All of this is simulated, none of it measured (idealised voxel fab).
process module | voxel self aligned vias
cross-section cut | 180 nm wide | cells 5 nm
A cross-section is a grid of square cells, given in bands from the top down. A band is one or more rows of cells.
Each band's line starts with the height of the band's top and of its bottom, in nm. Then come its materials from left to right, each with its width in nm. One material with "throughout" fills the band from edge to edge. "air" is empty space.
Height 0 is the level under which the wafer as received is all one material. The lowest band goes on downwards, as in "0 down".
A width such as "30 to 40" changes by the same amount from each row of cells to the next, from the band's top row to its bottom row.
"no change" after a step means that no cell of the cross-section changed.
closed voids: empty space of 8 cells or more with no open way to the top, each as width x height at its distance from the left edge, in nm
after a step's settings: what the simulator itself notes on the step
overlay nm, on a step with a mask: how far to the right of its planned place the mask lay; to the left if negative
Each pair below shows a cross-section before one step and the cross-section after it, down to the lowest band that changed. The line under each pair gives the step between them, with its settings. The pairs can come from different runs of this module on the same starting wafer, so a pair continues from the pair above only where its "before" says so.
before
  0 down: Si throughout
  closed voids: none
after
  15 to 0: SiO2 throughout
  below 0: unchanged
  closed voids: none
the step between: op CONFORMAL_DEP | material SiO2 | thk nm 15
before: the cross-section after the pair above
after
  20 to 15: SiCN throughout
  below 15: unchanged
  closed voids: none
the step between: op CONFORMAL_DEP | material SiCN | thk nm 5
before: the cross-section after the pair above
after
  45 to 20: SiO2 throughout
  below 20: unchanged
  closed voids: none
the step between: op DIRECTIONAL_DEP | material SiO2 | thk nm 25
before: the cross-section after the pair above
after
  65 to 45: resist 45 | air 20 | resist 50 | air 20 | resist 45
  below 45: unchanged
  closed voids: none
the step between: op PATTERN | tone open | mask id LINES | material resist | width nm 20 | pitch nm 70 | thk nm 20 | overlay nm 0
before: the cross-section after the pair above
after
  65 to 45: resist 45 | air 20 | resist 50 | air 20 | resist 45
  45 to 20: SiO2 45 | air 20 | SiO2 50 | air 20 | SiO2 45
  below 20: unchanged
  closed voids: none
the step between: op DIRECTIONAL_ETCH | etch materials SiO2 | depth nm 25
before: the cross-section after the pair above
after
  45 to 20: SiO2 45 | air 20 | SiO2 50 | air 20 | SiO2 45
  below 20: unchanged
  closed voids: none
the step between: op STRIP | etch materials resist
before: the cross-section after the pair above
after
  50 to 45: TiN 50 | air 10 | TiN 60 | air 10 | TiN 50
  45 to 25: SiO2 45 | TiN 5 | air 10 | TiN 5 | SiO2 50 | TiN 5 | air 10 | TiN 5 | SiO2 45
  25 to 20: SiO2 45 | TiN 20 | SiO2 50 | TiN 20 | SiO2 45
  below 20: unchanged
  closed voids: none
the step between: op CONFORMAL_DEP | material TiN | thk nm 5
before: the cross-section after the pair above
after
  55 to 50: Ru throughout
  50 to 45: TiN 50 | Ru 10 | TiN 60 | Ru 10 | TiN 50
  45 to 25: SiO2 45 | TiN 5 | Ru 10 | TiN 5 | SiO2 50 | TiN 5 | Ru 10 | TiN 5 | SiO2 45
  below 25: unchanged
  closed voids: none
the step between: op FILL_DEP | material Ru | thk nm 5
before: the cross-section after the pair above
after
  45 to 25: SiO2 45 | TiN 5 | Ru 10 | TiN 5 | SiO2 50 | TiN 5 | Ru 10 | TiN 5 | SiO2 45
  below 25: unchanged
  closed voids: none
the step between: op CMP | height nm 45
before: the cross-section after the pair above
after
  45 to 40: SiO2 45 | air 20 | SiO2 50 | air 20 | SiO2 45
  below 40: unchanged
  closed voids: none
the step between: op SELECTIVE_ETCH | etch materials W Ru TiN | depth nm 5
before: the cross-section after the pair above
after
  50 to 45: SiN throughout
  45 to 40: SiO2 45 | SiN 20 | SiO2 50 | SiN 20 | SiO2 45
  below 40: unchanged
  closed voids: none
the step between: op FILL_DEP | material SiN | thk nm 5
before: the cross-section after the pair above
after
  45 to 40: SiO2 45 | SiN 20 | SiO2 50 | SiN 20 | SiO2 45
  below 40: unchanged
  closed voids: none
the step between: op CMP | height nm 45
before: the cross-section after the pair above
after
  60 to 45: SiO2 throughout
  below 45: unchanged
  closed voids: none
the step between: op DIRECTIONAL_DEP | material SiO2 | thk nm 15
before: the cross-section after the pair above
after
  80 to 60: resist 35 | air 40 | resist 30 | air 40 | resist 35
  below 60: unchanged
  closed voids: none
the step between: op PATTERN | tone open | mask id VIAS | material resist | width nm 40 | pitch nm 70 | thk nm 20 | overlay nm 0
before: the cross-section after the pair above
after
  80 to 60: resist 35 | air 40 | resist 30 | air 40 | resist 35
  60 to 45: SiO2 35 | air 40 | SiO2 30 | air 40 | SiO2 35
  below 45: unchanged
  closed voids: none
the step between: op DIRECTIONAL_ETCH | etch materials SiO2 | depth nm 15
before: the cross-section after the pair above
after
  80 to 60: resist 35 | air 40 | resist 30 | air 40 | resist 35
  60 to 45: SiO2 35 | air 40 | SiO2 30 | air 40 | SiO2 35
  45 to 40: SiO2 45 | air 20 | SiO2 50 | air 20 | SiO2 45
  below 40: unchanged
  closed voids: none
the step between: op DIRECTIONAL_ETCH | etch materials SiN | depth nm 5
before: the cross-section after the pair above
after
  60 to 45: SiO2 35 | air 40 | SiO2 30 | air 40 | SiO2 35
  below 45: unchanged
  closed voids: none
the step between: op STRIP | etch materials resist
before: the cross-section after the pair above
after
  65 to 60: TiN 40 | air 30 | TiN 40 | air 30 | TiN 40
  60 to 50: SiO2 35 | TiN 5 | air 30 | TiN 5 | SiO2 30 | TiN 5 | air 30 | TiN 5 | SiO2 35
  50 to 45: SiO2 35 | TiN 15 | air 10 | TiN 15 | SiO2 30 | TiN 15 | air 10 | TiN 15 | SiO2 35
  45 to 40: SiO2 45 | TiN 20 | SiO2 50 | TiN 20 | SiO2 45
  below 40: unchanged
  closed voids: none
the step between: op CONFORMAL_DEP | material TiN | thk nm 5
before: the cross-section after the pair above
after
  75 to 65: Cu throughout
  65 to 60: TiN 40 | Cu 30 | TiN 40 | Cu 30 | TiN 40
  60 to 50: SiO2 35 | TiN 5 | Cu 30 | TiN 5 | SiO2 30 | TiN 5 | Cu 30 | TiN 5 | SiO2 35
  50 to 45: SiO2 35 | TiN 15 | Cu 10 | TiN 15 | SiO2 30 | TiN 15 | Cu 10 | TiN 15 | SiO2 35
  below 45: unchanged
  closed voids: none
the step between: op FILL_DEP | material Cu | thk nm 10
before: the cross-section after the pair above
after
  60 to 50: SiO2 35 | TiN 5 | Cu 30 | TiN 5 | SiO2 30 | TiN 5 | Cu 30 | TiN 5 | SiO2 35
  below 50: unchanged
  closed voids: none
the step between: op CMP | height nm 60
before: the cross-section after the pair above
after
  65 to 60: SiN throughout
  below 60: unchanged
  closed voids: none
the step between: op CONFORMAL_DEP | material SiN | thk nm 5
before
  75 to 65: Cu throughout
  65 to 60: TiN 40 | Cu 30 | TiN 40 | Cu 30 | TiN 40
  60 to 50: SiO2 35 | TiN 5 | Cu 30 | TiN 5 | SiO2 30 | TiN 5 | Cu 30 | TiN 5 | SiO2 35
  50 to 45: SiO2 35 | TiN 15 | Cu 10 | TiN 15 | SiO2 30 | TiN 15 | Cu 10 | TiN 15 | SiO2 35
  45 to 40: SiO2 45 | TiN 20 | SiO2 50 | TiN 20 | SiO2 45
  40 to 25: SiO2 45 | TiN 5 | Ru 10 | TiN 5 | SiO2 50 | TiN 5 | Ru 10 | TiN 5 | SiO2 45
  25 to 20: SiO2 45 | TiN 20 | SiO2 50 | TiN 20 | SiO2 45
  20 to 15: SiCN throughout
  15 to 0: SiO2 throughout
  0 down: Si throughout
  closed voids: none
after
  80 to 75: SiN throughout
  below 75: unchanged
  closed voids: none
the step between: op CONFORMAL_DEP | material SiN | thk nm 5
before
  80 to 60: resist 35 | air 40 | resist 30 | air 40 | resist 35
  60 to 45: SiO2 35 | air 40 | SiO2 30 | air 40 | SiO2 35
  45 to 40: SiO2 45 | SiN 20 | SiO2 50 | SiN 20 | SiO2 45
  40 to 25: SiO2 45 | TiN 5 | Ru 10 | TiN 5 | SiO2 50 | TiN 5 | Ru 10 | TiN 5 | SiO2 45
  25 to 20: SiO2 45 | TiN 20 | SiO2 50 | TiN 20 | SiO2 45
  20 to 15: SiCN throughout
  15 to 0: SiO2 throughout
  0 down: Si throughout
  closed voids: none
after
  80 to 60: resist 35 | air 40 | resist 30 | air 40 | resist 35
  60 to 45: SiO2 35 | air 40 | SiO2 30 | air 40 | SiO2 35
  45 to 40: SiO2 35 | air 10 | SiN 20 | air 10 | SiO2 30 | air 10 | SiN 20 | air 10 | SiO2 35
  40 to 30: SiO2 35 | air 10 | TiN 5 | Ru 10 | TiN 5 | air 10 | SiO2 30 | air 10 | TiN 5 | Ru 10 | TiN 5 | air 10 | SiO2 35
  below 30: unchanged
  closed voids: none
the step between: op DIRECTIONAL_ETCH | etch materials SiO2 | depth nm 15
before: the cross-section after the pair above
after
  80 to 60: resist 35 | air 40 | resist 30 | air 40 | resist 35
  60 to 40: SiO2 35 | air 40 | SiO2 30 | air 40 | SiO2 35
  below 40: unchanged
  closed voids: none
the step between: op DIRECTIONAL_ETCH | etch materials SiN | depth nm 5
before: the cross-section after the pair above
after
  60 to 40: SiO2 35 | air 40 | SiO2 30 | air 40 | SiO2 35
  below 40: unchanged
  closed voids: none
the step between: op STRIP | etch materials resist
before: the cross-section after the pair above
after
  65 to 60: TiN 40 | air 30 | TiN 40 | air 30 | TiN 40
  60 to 45: SiO2 35 | TiN 5 | air 30 | TiN 5 | SiO2 30 | TiN 5 | air 30 | TiN 5 | SiO2 35
  45 to 40: SiO2 35 | TiN 40 | SiO2 30 | TiN 40 | SiO2 35
  40 to 30: SiO2 35 | TiN 15 | Ru 10 | TiN 15 | SiO2 30 | TiN 15 | Ru 10 | TiN 15 | SiO2 35
  below 30: unchanged
  closed voids: none
the step between: op CONFORMAL_DEP | material TiN | thk nm 5
before: the cross-section after the pair above
after
  75 to 65: Cu throughout
  65 to 60: TiN 40 | Cu 30 | TiN 40 | Cu 30 | TiN 40
  60 to 45: SiO2 35 | TiN 5 | Cu 30 | TiN 5 | SiO2 30 | TiN 5 | Cu 30 | TiN 5 | SiO2 35
  below 45: unchanged
  closed voids: none
the step between: op FILL_DEP | material Cu | thk nm 10
before: the cross-section after the pair above
after
  60 to 45: SiO2 35 | TiN 5 | Cu 30 | TiN 5 | SiO2 30 | TiN 5 | Cu 30 | TiN 5 | SiO2 35
  below 45: unchanged
  closed voids: none
the step between: op CMP | height nm 60
before: the cross-section after the pair above
after
  65 to 60: SiN throughout
  below 60: unchanged
  closed voids: none
the step between: op CONFORMAL_DEP | material SiN | thk nm 5
before
  15 to 0: SiO2 throughout
  0 down: Si throughout
  closed voids: none
after
  40 to 0: SiO2 throughout
  below 0: unchanged
  closed voids: none
the step between: op DIRECTIONAL_DEP | material SiO2 | thk nm 25
before: the cross-section after the pair above
after
  45 to 40: SiCN throughout
  below 40: unchanged
  closed voids: none
the step between: op CONFORMAL_DEP | material SiCN | thk nm 5
before: the cross-section after the pair above
after
  65 to 45: resist 45 | air 20 | resist 50 | air 20 | resist 45
  below 45: unchanged
  closed voids: none
the step between: op PATTERN | tone open | mask id LINES | material resist | width nm 20 | pitch nm 70 | thk nm 20 | overlay nm 0
before: the cross-section after the pair above
after
  45 to 40: SiCN throughout
  below 40: unchanged
  closed voids: none
the step between: op STRIP | etch materials resist
before: the cross-section after the pair above
after
  50 to 45: TiN throughout
  below 45: unchanged
  closed voids: none
the step between: op CONFORMAL_DEP | material TiN | thk nm 5
before: the cross-section after the pair above
after
  55 to 50: Ru throughout
  below 50: unchanged
  closed voids: none
the step between: op FILL_DEP | material Ru | thk nm 5
before: the cross-section after the pair above
after
  45 to 40: SiCN throughout
  below 40: unchanged
  closed voids: none
the step between: op CMP | height nm 45
before: the cross-section after the pair above
after
  50 to 45: SiN throughout
  below 45: unchanged
  closed voids: none
the step between: op FILL_DEP | material SiN | thk nm 5
before: the cross-section after the pair above
after
  45 to 40: SiCN throughout
  below 40: unchanged
  closed voids: none
the step between: op CMP | height nm 45
before: the cross-section after the pair above
after
  60 to 45: SiO2 throughout
  below 45: unchanged
  closed voids: none
the step between: op DIRECTIONAL_DEP | material SiO2 | thk nm 15
before: the cross-section after the pair above
after
  80 to 60: resist 35 | air 40 | resist 30 | air 40 | resist 35
  below 60: unchanged
  closed voids: none
the step between: op PATTERN | tone open | mask id VIAS | material resist | width nm 40 | pitch nm 70 | thk nm 20 | overlay nm 0
before: the cross-section after the pair above
after
  80 to 60: resist 35 | air 40 | resist 30 | air 40 | resist 35
  60 to 45: SiO2 35 | air 40 | SiO2 30 | air 40 | SiO2 35
  below 45: unchanged
  closed voids: none
the step between: op DIRECTIONAL_ETCH | etch materials SiO2 | depth nm 15
before: the cross-section after the pair above
after
  60 to 45: SiO2 35 | air 40 | SiO2 30 | air 40 | SiO2 35
  below 45: unchanged
  closed voids: none
the step between: op STRIP | etch materials resist
before: the cross-section after the pair above
after
  65 to 60: TiN 40 | air 30 | TiN 40 | air 30 | TiN 40
  60 to 50: SiO2 35 | TiN 5 | air 30 | TiN 5 | SiO2 30 | TiN 5 | air 30 | TiN 5 | SiO2 35
  50 to 45: SiO2 35 | TiN 40 | SiO2 30 | TiN 40 | SiO2 35
  below 45: unchanged
  closed voids: none
the step between: op CONFORMAL_DEP | material TiN | thk nm 5
before: the cross-section after the pair above
after
  75 to 65: Cu throughout
  65 to 60: TiN 40 | Cu 30 | TiN 40 | Cu 30 | TiN 40
  60 to 50: SiO2 35 | TiN 5 | Cu 30 | TiN 5 | SiO2 30 | TiN 5 | Cu 30 | TiN 5 | SiO2 35
  below 50: unchanged
  closed voids: none
the step between: op FILL_DEP | material Cu | thk nm 10
before: the cross-section after the pair above
after
  60 to 50: SiO2 35 | TiN 5 | Cu 30 | TiN 5 | SiO2 30 | TiN 5 | Cu 30 | TiN 5 | SiO2 35
  below 50: unchanged
  closed voids: none
the step between: op CMP | height nm 60
before: the cross-section after the pair above
after
  65 to 60: SiN throughout
  below 60: unchanged
  closed voids: none
the step between: op CONFORMAL_DEP | material SiN | thk nm 5
before
  75 to 65: Cu throughout
  65 to 60: TiN 40 | Cu 30 | TiN 40 | Cu 30 | TiN 40
  60 to 50: SiO2 35 | TiN 5 | Cu 30 | TiN 5 | SiO2 30 | TiN 5 | Cu 30 | TiN 5 | SiO2 35
  50 to 45: SiO2 35 | TiN 15 | Cu 10 | TiN 15 | SiO2 30 | TiN 15 | Cu 10 | TiN 15 | SiO2 35
  45 to 40: SiO2 45 | TiN 20 | SiO2 50 | TiN 20 | SiO2 45
  40 to 25: SiO2 45 | TiN 5 | Ru 10 | TiN 5 | SiO2 50 | TiN 5 | Ru 10 | TiN 5 | SiO2 45
  25 to 20: SiO2 45 | TiN 20 | SiO2 50 | TiN 20 | SiO2 45
  20 to 15: SiCN throughout
  15 to 0: SiO2 throughout
  0 down: Si throughout
  closed voids: none
after
  55 to 45: SiO2 35 | TiN 5 to 15 | Cu 30 to 10 | TiN 5 to 15 | SiO2 30 | TiN 5 to 15 | Cu 30 to 10 | TiN 5 to 15 | SiO2 35
  below 45: unchanged
  closed voids: none
the step between: op CMP | height nm 55
before: the cross-section after the pair above
after
  60 to 55: SiN throughout
  below 55: unchanged
  closed voids: none
the step between: op CONFORMAL_DEP | material SiN | thk nm 5
before
  60 to 45: SiO2 throughout
  45 to 40: SiO2 45 | SiN 20 | SiO2 50 | SiN 20 | SiO2 45
  40 to 25: SiO2 45 | TiN 5 | Ru 10 | TiN 5 | SiO2 50 | TiN 5 | Ru 10 | TiN 5 | SiO2 45
  25 to 20: SiO2 45 | TiN 20 | SiO2 50 | TiN 20 | SiO2 45
  20 to 15: SiCN throughout
  15 to 0: SiO2 throughout
  0 down: Si throughout
  closed voids: none
after
  80 to 60: resist 30 | air 50 | resist 20 | air 50 | resist 30
  below 60: unchanged
  closed voids: none
the step between: op PATTERN | tone open | mask id VIAS | material resist | width nm 50 | pitch nm 70 | thk nm 20 | overlay nm 0
before: the cross-section after the pair above
after
  80 to 60: resist 30 | air 50 | resist 20 | air 50 | resist 30
  60 to 45: SiO2 30 | air 50 | SiO2 20 | air 50 | SiO2 30
  below 45: unchanged
  closed voids: none
the step between: op DIRECTIONAL_ETCH | etch materials SiO2 | depth nm 15
before: the cross-section after the pair above
after
  80 to 60: resist 30 | air 50 | resist 20 | air 50 | resist 30
  60 to 45: SiO2 30 | air 50 | SiO2 20 | air 50 | SiO2 30
  45 to 40: SiO2 45 | air 20 | SiO2 50 | air 20 | SiO2 45
  below 40: unchanged
  closed voids: none
the step between: op DIRECTIONAL_ETCH | etch materials SiN | depth nm 5
before: the cross-section after the pair above
after
  60 to 45: SiO2 30 | air 50 | SiO2 20 | air 50 | SiO2 30
  below 45: unchanged
  closed voids: none
the step between: op STRIP | etch materials resist
before: the cross-section after the pair above
after
  65 to 60: TiN 35 | air 40 | TiN 30 | air 40 | TiN 35
  60 to 50: SiO2 30 | TiN 5 | air 40 | TiN 5 | SiO2 20 | TiN 5 | air 40 | TiN 5 | SiO2 30
  50 to 45: SiO2 30 | TiN 20 | air 10 | TiN 20 | SiO2 20 | TiN 20 | air 10 | TiN 20 | SiO2 30
  45 to 40: SiO2 45 | TiN 20 | SiO2 50 | TiN 20 | SiO2 45
  below 40: unchanged
  closed voids: none
the step between: op CONFORMAL_DEP | material TiN | thk nm 5
before: the cross-section after the pair above
after
  75 to 65: Cu throughout
  65 to 60: TiN 35 | Cu 40 | TiN 30 | Cu 40 | TiN 35
  60 to 50: SiO2 30 | TiN 5 | Cu 40 | TiN 5 | SiO2 20 | TiN 5 | Cu 40 | TiN 5 | SiO2 30
  50 to 45: SiO2 30 | TiN 20 | Cu 10 | TiN 20 | SiO2 20 | TiN 20 | Cu 10 | TiN 20 | SiO2 30
  below 45: unchanged
  closed voids: none
the step between: op FILL_DEP | material Cu | thk nm 10
before: the cross-section after the pair above
after
  60 to 50: SiO2 30 | TiN 5 | Cu 40 | TiN 5 | SiO2 20 | TiN 5 | Cu 40 | TiN 5 | SiO2 30
  below 50: unchanged
  closed voids: none
the step between: op CMP | height nm 60
before: the cross-section after the pair above
after
  65 to 60: SiN throughout
  below 60: unchanged
  closed voids: none
the step between: op CONFORMAL_DEP | material SiN | thk nm 5
before
  60 to 45: SiO2 throughout
  45 to 40: SiO2 45 | SiN 20 | SiO2 50 | SiN 20 | SiO2 45
  40 to 25: SiO2 45 | TiN 5 | Ru 10 | TiN 5 | SiO2 50 | TiN 5 | Ru 10 | TiN 5 | SiO2 45
  25 to 20: SiO2 45 | TiN 20 | SiO2 50 | TiN 20 | SiO2 45
  20 to 15: SiCN throughout
  15 to 0: SiO2 throughout
  0 down: Si throughout
  closed voids: none
after
  80 to 60: resist 30 | air 40 | resist 30 | air 40 | resist 40
  below 60: unchanged
  closed voids: none
the step between: op PATTERN | tone open | mask id VIAS | material resist | width nm 40 | pitch nm 70 | thk nm 20 | overlay nm -5
before: the cross-section after the pair above
after
  80 to 60: resist 30 | air 40 | resist 30 | air 40 | resist 40
  60 to 45: SiO2 30 | air 40 | SiO2 30 | air 40 | SiO2 40
  below 45: unchanged
  closed voids: none
the step between: op DIRECTIONAL_ETCH | etch materials SiO2 | depth nm 15
before: the cross-section after the pair above
after
  80 to 60: resist 30 | air 40 | resist 30 | air 40 | resist 40
  60 to 45: SiO2 30 | air 40 | SiO2 30 | air 40 | SiO2 40
  45 to 40: SiO2 45 | air 20 | SiO2 50 | air 20 | SiO2 45
  below 40: unchanged
  closed voids: none
the step between: op DIRECTIONAL_ETCH | etch materials SiN | depth nm 5
before: the cross-section after the pair above
after
  60 to 45: SiO2 30 | air 40 | SiO2 30 | air 40 | SiO2 40
  below 45: unchanged
  closed voids: none
the step between: op STRIP | etch materials resist
before: the cross-section after the pair above
after
  65 to 60: TiN 35 | air 30 | TiN 40 | air 30 | TiN 45
  60 to 50: SiO2 30 | TiN 5 | air 30 | TiN 5 | SiO2 30 | TiN 5 | air 30 | TiN 5 | SiO2 40
  50 to 45: SiO2 30 | TiN 20 | air 10 | TiN 10 | SiO2 30 | TiN 20 | air 10 | TiN 10 | SiO2 40
  45 to 40: SiO2 45 | TiN 20 | SiO2 50 | TiN 20 | SiO2 45
  below 40: unchanged
  closed voids: none
the step between: op CONFORMAL_DEP | material TiN | thk nm 5
before: the cross-section after the pair above
after
  75 to 65: Cu throughout
  65 to 60: TiN 35 | Cu 30 | TiN 40 | Cu 30 | TiN 45
  60 to 50: SiO2 30 | TiN 5 | Cu 30 | TiN 5 | SiO2 30 | TiN 5 | Cu 30 | TiN 5 | SiO2 40
  50 to 45: SiO2 30 | TiN 20 | Cu 10 | TiN 10 | SiO2 30 | TiN 20 | Cu 10 | TiN 10 | SiO2 40
  below 45: unchanged
  closed voids: none
the step between: op FILL_DEP | material Cu | thk nm 10
before: the cross-section after the pair above
after
  60 to 50: SiO2 30 | TiN 5 | Cu 30 | TiN 5 | SiO2 30 | TiN 5 | Cu 30 | TiN 5 | SiO2 40
  below 50: unchanged
  closed voids: none
the step between: op CMP | height nm 60
before: the cross-section after the pair above
after
  65 to 60: SiN throughout
  below 60: unchanged
  closed voids: none
the step between: op CONFORMAL_DEP | material SiN | thk nm 5
before
  45 to 40: SiO2 45 | SiN 20 | SiO2 50 | SiN 20 | SiO2 45
  40 to 25: SiO2 45 | TiN 5 | Ru 10 | TiN 5 | SiO2 50 | TiN 5 | Ru 10 | TiN 5 | SiO2 45
  25 to 20: SiO2 45 | TiN 20 | SiO2 50 | TiN 20 | SiO2 45
  20 to 15: SiCN throughout
  15 to 0: SiO2 throughout
  0 down: Si throughout
  closed voids: none
after
  60 to 45: TiN throughout
  below 45: unchanged
  closed voids: none
the step between: op DIRECTIONAL_DEP | material TiN | thk nm 15
before: the cross-section after the pair above
after
  80 to 60: resist 35 | air 40 | resist 30 | air 40 | resist 35
  below 60: unchanged
  closed voids: none
the step between: op PATTERN | tone open | mask id VIAS | material resist | width nm 40 | pitch nm 70 | thk nm 20 | overlay nm 0
before: the cross-section after the pair above
after
  60 to 45: TiN throughout
  below 45: unchanged
  closed voids: none
the step between: op STRIP | etch materials resist
before: the cross-section after the pair above
after
  65 to 45: TiN throughout
  below 45: unchanged
  closed voids: none
the step between: op CONFORMAL_DEP | material TiN | thk nm 5
before: the cross-section after the pair above
after
  75 to 65: Cu throughout
  below 65: unchanged
  closed voids: none
the step between: op FILL_DEP | material Cu | thk nm 10
before: the cross-section after the pair above
after
  60 to 45: TiN throughout
  below 45: unchanged
  closed voids: none
the step between: op CMP | height nm 60
before: the cross-section after the pair above
after
  65 to 60: SiN throughout
  below 60: unchanged
  closed voids: none
the step between: op CONFORMAL_DEP | material SiN | thk nm 5
before
  60 to 45: SiO2 throughout
  45 to 40: SiO2 45 | SiN 20 | SiO2 50 | SiN 20 | SiO2 45
  40 to 25: SiO2 45 | TiN 5 | Ru 10 | TiN 5 | SiO2 50 | TiN 5 | Ru 10 | TiN 5 | SiO2 45
  25 to 20: SiO2 45 | TiN 20 | SiO2 50 | TiN 20 | SiO2 45
  20 to 15: SiCN throughout
  15 to 0: SiO2 throughout
  0 down: Si throughout
  closed voids: none
after
  80 to 60: air 35 | resist 40 | air 30 | resist 40 | air 35
  below 60: unchanged
  closed voids: none
the step between: op PATTERN | tone cover | mask id VIAS | material resist | width nm 40 | pitch nm 70 | thk nm 20 | overlay nm 0
before: the cross-section after the pair above
after
  80 to 60: air 35 | resist 40 | air 30 | resist 40 | air 35
  60 to 45: air 35 | SiO2 40 | air 30 | SiO2 40 | air 35
  below 45: unchanged
  closed voids: none
the step between: op DIRECTIONAL_ETCH | etch materials SiO2 | depth nm 15
before: the cross-section after the pair above
after
  60 to 45: air 35 | SiO2 40 | air 30 | SiO2 40 | air 35
  below 45: unchanged
  closed voids: none
the step between: op STRIP | etch materials resist
before: the cross-section after the pair above
after
  65 to 60: air 30 | TiN 50 | air 20 | TiN 50 | air 30
  60 to 50: air 30 | TiN 5 | SiO2 40 | TiN 5 | air 20 | TiN 5 | SiO2 40 | TiN 5 | air 30
  50 to 45: TiN 35 | SiO2 40 | TiN 30 | SiO2 40 | TiN 35
  below 45: unchanged
  closed voids: none
the step between: op CONFORMAL_DEP | material TiN | thk nm 5
before: the cross-section after the pair above
after
  75 to 65: Cu throughout
  65 to 60: Cu 30 | TiN 50 | Cu 20 | TiN 50 | Cu 30
  60 to 50: Cu 30 | TiN 5 | SiO2 40 | TiN 5 | Cu 20 | TiN 5 | SiO2 40 | TiN 5 | Cu 30
  below 50: unchanged
  closed voids: none
the step between: op FILL_DEP | material Cu | thk nm 10
before: the cross-section after the pair above
after
  60 to 50: Cu 30 | TiN 5 | SiO2 40 | TiN 5 | Cu 20 | TiN 5 | SiO2 40 | TiN 5 | Cu 30
  below 50: unchanged
  closed voids: none
the step between: op CMP | height nm 60
before: the cross-section after the pair above
after
  65 to 60: SiN throughout
  below 60: unchanged
  closed voids: none
the step between: op CONFORMAL_DEP | material SiN | thk nm 5
